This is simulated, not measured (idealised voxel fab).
process module | voxel self aligned contacts
cross-section cut | 175 nm wide | cells 5 nm
A cross-section is a grid of square cells, given in bands from the top down. A band is one or more rows of cells.
Each band's line starts with the height of the band's top and of its bottom, in nm. Then come its materials from left to right, each with its width in nm. One material with "throughout" fills the band from edge to edge. "air" is empty space.
Height 0 is the level under which the wafer as received is all one material. The lowest band goes on downwards, as in "0 down".
A width such as "30 to 40" changes by the same amount from each row of cells to the next, from the band's top row to its bottom row.
"no change" after a step means that no cell of the cross-section changed.
closed voids: empty space of 8 cells or more with no open way to the top, each as width x height at its distance from the left edge, in nm
after a step's settings: what the simulator itself notes on the step
overlay nm, on a step with a mask: how far to the right of its planned place the mask lay; to the left if negative
plan
1 op RECEIVE | material Si
2 op OXIDIZE | depth nm 5
3 op DIRECTIONAL_DEP | material polySi | thk nm 25
4 op DIRECTIONAL_DEP | material SiN | thk nm 20
5 op MASKED_ETCH | tone cover | mask id GATE | width nm 25 | pitch nm 65 | etch materials SiN | depth nm 20 | overlay nm 0
6 op MASKED_ETCH | tone cover | mask id GATE | width nm 25 | pitch nm 65 | etch materials polySi | depth nm 25 | overlay nm 0
7 op CONFORMAL_DEP | material SiN | thk nm 10
8 op DIRECTIONAL_ETCH | etch materials SiN | depth nm 10
9 op FILL_DEP | material SiO2 | thk nm 10
10 op CMP | height nm 50
11 op PATTERN | tone open | mask id CONTACT | material resist | width nm 50 | thk nm 15 | overlay nm 0
12 op DIRECTIONAL_ETCH | etch materials SiO2 | depth nm 55
13 op STRIP | etch materials resist
14 op CONFORMAL_DEP | material TiN | thk nm 5
15 op FILL_DEP | material W | thk nm 10
16 op CMP | height nm 50
17 op CONFORMAL_DEP | material SiCN | thk nm 5
first wafer, as planned
as received, after step 1
  0 down: Si throughout
  closed voids: none
after step 2
  0 to -5: SiO2 throughout
  below -5: unchanged
after step 3
  25 to 0: polySi throughout
  below 0: unchanged
after step 4
  45 to 25: SiN throughout
  below 25: unchanged
after step 5
  45 to 25: air 40 | SiN 25 | air 40 | SiN 25 | air 45
  below 25: unchanged
after step 6
  45 to 25: air 40 | SiN 25 | air 40 | SiN 25 | air 45
  25 to 0: air 40 | polySi 25 | air 40 | polySi 25 | air 45
  below 0: unchanged
after step 7
  55 to 25: air 30 | SiN 45 | air 20 | SiN 45 | air 35
  25 to 10: air 30 | SiN 10 | polySi 25 | SiN 10 | air 20 | SiN 10 | polySi 25 | SiN 10 | air 35
  10 to 0: SiN 40 | polySi 25 | SiN 40 | polySi 25 | SiN 45
  below 0: unchanged
after step 8
  45 to 25: air 30 | SiN 45 | air 20 | SiN 45 | air 35
  25 to 0: air 30 | SiN 10 | polySi 25 | SiN 10 | air 20 | SiN 10 | polySi 25 | SiN 10 | air 35
  below 0: unchanged
after step 9
  55 to 45: SiO2 throughout
  45 to 25: SiO2 30 | SiN 45 | SiO2 20 | SiN 45 | SiO2 35
  25 to 0: SiO2 30 | SiN 10 | polySi 25 | SiN 10 | SiO2 20 | SiN 10 | polySi 25 | SiN 10 | SiO2 35
  below 0: unchanged
after step 10
  50 to 45: SiO2 throughout
  below 45: unchanged
after step 11
  65 to 50: resist 60 | air 50 | resist 65
  below 50: unchanged
after step 12
  65 to 50: resist 60 | air 50 | resist 65
  50 to 45: SiO2 60 | air 50 | SiO2 65
  45 to 25: SiO2 30 | SiN 45 | air 20 | SiN 45 | SiO2 35
  25 to 0: SiO2 30 | SiN 10 | polySi 25 | SiN 10 | air 20 | SiN 10 | polySi 25 | SiN 10 | SiO2 35
  0 to -5: SiO2 75 | air 20 | SiO2 80
  below -5: unchanged
after step 13
  50 to 45: SiO2 60 | air 50 | SiO2 65
  below 45: unchanged
after step 14
  55 to 50: TiN 65 | air 40 | TiN 70
  50 to 45: SiO2 60 | TiN 20 | air 10 | TiN 20 | SiO2 65
  45 to 25: SiO2 30 | SiN 45 | TiN 5 | air 10 | TiN 5 | SiN 45 | SiO2 35
  25 to 0: SiO2 30 | SiN 10 | polySi 25 | SiN 10 | TiN 5 | air 10 | TiN 5 | SiN 10 | polySi 25 | SiN 10 | SiO2 35
  0 to -5: SiO2 75 | TiN 20 | SiO2 80
  below -5: unchanged
after step 15
  65 to 55: W throughout
  55 to 50: TiN 65 | W 40 | TiN 70
  50 to 45: SiO2 60 | TiN 20 | W 10 | TiN 20 | SiO2 65
  45 to 25: SiO2 30 | SiN 45 | TiN 5 | W 10 | TiN 5 | SiN 45 | SiO2 35
  25 to 0: SiO2 30 | SiN 10 | polySi 25 | SiN 10 | TiN 5 | W 10 | TiN 5 | SiN 10 | polySi 25 | SiN 10 | SiO2 35
  below 0: unchanged
after step 16
  50 to 45: SiO2 60 | TiN 20 | W 10 | TiN 20 | SiO2 65
  below 45: unchanged
after step 17
  55 to 50: SiCN throughout
  below 50: unchanged
second wafer: like start, like plan, one mistake. Through step 5 it matches the first wafer
when step 6 should have ended
  45 to 25: air 40 | SiN 25 | air 40 | SiN 25 | air 45
  25 to 10: air 40 | polySi 25 | air 40 | polySi 25 | air 45
  below 10: unchanged
when step 7 should have ended
  55 to 25: air 30 | SiN 45 | air 20 | SiN 45 | air 35
  25 to 20: air 30 | SiN 10 | polySi 25 | SiN 10 | air 20 | SiN 10 | polySi 25 | SiN 10 | air 35
  20 to 10: SiN 40 | polySi 25 | SiN 40 | polySi 25 | SiN 45
  below 10: unchanged
when step 8 should have ended
  45 to 25: air 30 | SiN 45 | air 20 | SiN 45 | air 35
  25 to 10: air 30 | SiN 10 | polySi 25 | SiN 10 | air 20 | SiN 10 | polySi 25 | SiN 10 | air 35
  below 10: unchanged
when step 9 should have ended
  55 to 45: SiO2 throughout
  45 to 25: SiO2 30 | SiN 45 | SiO2 20 | SiN 45 | SiO2 35
  25 to 10: SiO2 30 | SiN 10 | polySi 25 | SiN 10 | SiO2 20 | SiN 10 | polySi 25 | SiN 10 | SiO2 35
  below 10: unchanged
when step 10 should have ended
  50 to 45: SiO2 throughout
  below 45: unchanged
when step 11 should have ended
  65 to 50: resist 60 | air 50 | resist 65
  below 50: unchanged
when step 12 should have ended
  65 to 50: resist 60 | air 50 | resist 65
  50 to 45: SiO2 60 | air 50 | SiO2 65
  45 to 25: SiO2 30 | SiN 45 | air 20 | SiN 45 | SiO2 35
  25 to 10: SiO2 30 | SiN 10 | polySi 25 | SiN 10 | air 20 | SiN 10 | polySi 25 | SiN 10 | SiO2 35
  below 10: unchanged
when step 13 should have ended
  50 to 45: SiO2 60 | air 50 | SiO2 65
  below 45: unchanged
when step 14 should have ended
  55 to 50: TiN 65 | air 40 | TiN 70
  50 to 45: SiO2 60 | TiN 20 | air 10 | TiN 20 | SiO2 65
  45 to 25: SiO2 30 | SiN 45 | TiN 5 | air 10 | TiN 5 | SiN 45 | SiO2 35
  25 to 15: SiO2 30 | SiN 10 | polySi 25 | SiN 10 | TiN 5 | air 10 | TiN 5 | SiN 10 | polySi 25 | SiN 10 | SiO2 35
  15 to 10: SiO2 30 | SiN 10 | polySi 25 | SiN 10 | TiN 20 | SiN 10 | polySi 25 | SiN 10 | SiO2 35
  below 10: unchanged
when step 15 should have ended
  65 to 55: W throughout
  55 to 50: TiN 65 | W 40 | TiN 70
  50 to 45: SiO2 60 | TiN 20 | W 10 | TiN 20 | SiO2 65
  45 to 25: SiO2 30 | SiN 45 | TiN 5 | W 10 | TiN 5 | SiN 45 | SiO2 35
  25 to 15: SiO2 30 | SiN 10 | polySi 25 | SiN 10 | TiN 5 | W 10 | TiN 5 | SiN 10 | polySi 25 | SiN 10 | SiO2 35
  below 15: unchanged
when step 16 should have ended
  50 to 45: SiO2 60 | TiN 20 | W 10 | TiN 20 | SiO2 65
  below 45: unchanged
when step 17 should have ended
  55 to 50: SiCN throughout
  below 50: unchanged
what went wrong: step 6 ran as: op MASKED_ETCH | tone cover | mask id GATE | width nm 25 | pitch nm 65 | etch materials polySi | depth nm 15 | overlay nm 0
at the end the second wafer has, in cells: 16 fewer of SiN | 22 fewer of SiO2 | 6 fewer of TiN | 6 fewer of W | 50 more of polySi
